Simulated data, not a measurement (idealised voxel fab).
Documented hereafter: the process module known as voxel fin reveal.
It is cross-section cut that appears here, measuring 210 nm in width, its square cells being 5 nm in size.
A cross-section in this document is a grid of square cells, and it is written down as bands, the top band listed before the ones below it; a band is made up of one or more rows of cells. For a band, the entry starts with two heights in nm, that of the top and then that of the bottom, and carries on with the band's materials in order from left to right, each alongside its width in nm; the word "everywhere" beside a single material means it fills the band edge to edge, and "air" means empty space. Height datum 0, below which the as-received substrate wafer is one material. Lowest band open at the bottom, running downward: "top 0, no bottom". The expression "30..40" gives the width at the extremes of the band, the first number at its top row of cells and the second at its bottom row, with the width changing by equal amounts from each row to the next in between. Where the words "remained unchanged" appear for a step, the cross-section shows no cell changed by that step; every cell remained as before. Empty spaces counting at least 8 cells and having no open way to the top are listed in "Enclosed cavity list". The notation width x height at distance is used for each, the distance being from the left edge and all three values in nm. That trailing text on a step's line, after the settings, is the simulator's own remark on the step. overlay nm: for a step with a mask, the amount by which the mask lay right of where it was planned; a negative amount means left of it.
### The process steps that were planned are listed below
1: RECEIVE with material Si
2: CONFORMAL_DEP with material SiN, thk nm 5
3: PATTERN with tone cover, mask id FINS, material resist, width nm 15, pitch nm 40, thk nm 20, overlay nm -15
4: DIRECTIONAL_ETCH with etch materials SiN, depth nm 5
5: DIRECTIONAL_ETCH with etch materials Si, depth nm 35
6: STRIP with etch materials resist
7: FILL_DEP with material SiO2, thk nm 5
8: CMP with height nm 5
9: SELECTIVE_ETCH with etch materials SiO2, depth nm 30
10: STRIP with etch materials SiN
11: CONFORMAL_DEP with material HfO2, thk nm 5
Across this set of wafers, the varied parameter is the overlay nm of step 3. Starting conditions are identical for every wafer, and the plan reports the value assigned to the first wafer.
### Cross-section of the first of several wafers as received (after step 1)
	top 0, no bottom | Si everywhere
	Enclosed cavity list: none
### Take a look at the first of several wafers in cross-section: the module is done, and step 11 was its last step
	top 5, bottom 0 | air 15, HfO2 25, air 15, HfO2 25, air 15, HfO2 25, air 15, HfO2 25, air 50
	top 0, bottom -20 | air 15, HfO2 5, Si 15, HfO2 5, air 15, HfO2 5, Si 15, HfO2 5, air 15, HfO2 5, Si 15, HfO2 5, air 15, HfO2 5, Si 15, HfO2 5, air 50
	top -20, bottom -25 | HfO2 20, Si 15, HfO2 25, Si 15, HfO2 25, Si 15, HfO2 25, Si 15, HfO2 55
	top -25, bottom -35 | SiO2 20, Si 15, SiO2 25, Si 15, SiO2 25, Si 15, SiO2 25, Si 15, SiO2 55
	top -35, no bottom | Si everywhere
	Enclosed cavity list: none
### End of module: cross-section, last of several wafers
	top 5, bottom 0 | air 45, HfO2 25, air 15, HfO2 25, air 15, HfO2 25, air 15, HfO2 25, air 20
	top 0, bottom -20 | air 45, HfO2 5, Si 15, HfO2 5, air 15, HfO2 5, Si 15, HfO2 5, air 15, HfO2 5, Si 15, HfO2 5, air 15, HfO2 5, Si 15, HfO2 5, air 20
	top -20, bottom -25 | HfO2 50, Si 15, HfO2 25, Si 15, HfO2 25, Si 15, HfO2 25, Si 15, HfO2 25
	top -25, bottom -35 | SiO2 50, Si 15, SiO2 25, Si 15, SiO2 25, Si 15, SiO2 25, Si 15, SiO2 25
	top -35, no bottom | Si everywhere
	Enclosed cavity list: none
### The following table contains a row per wafer, in which are reported, at the conclusion of the module, the cells of each material gained (+) or lost (-) since the wafer's receipt, with its closed voids given thereafter
overlay nm -15 | +82 HfO2 | -210 Si | +60 SiO2 | Enclosed cavity list: none
overlay nm -10 | +82 HfO2 | -210 Si | +60 SiO2 | Enclosed cavity list: none
overlay nm -5 | +82 HfO2 | -210 Si | +60 SiO2 | Enclosed cavity list: none
overlay nm 0 | +82 HfO2 | -210 Si | +60 SiO2 | Enclosed cavity list: none
overlay nm 5 | +82 HfO2 | -210 Si | +60 SiO2 | Enclosed cavity list: none
overlay nm 10 | +82 HfO2 | -210 Si | +60 SiO2 | Enclosed cavity list: none
overlay nm 15 | +82 HfO2 | -210 Si | +60 SiO2 | Enclosed cavity list: none
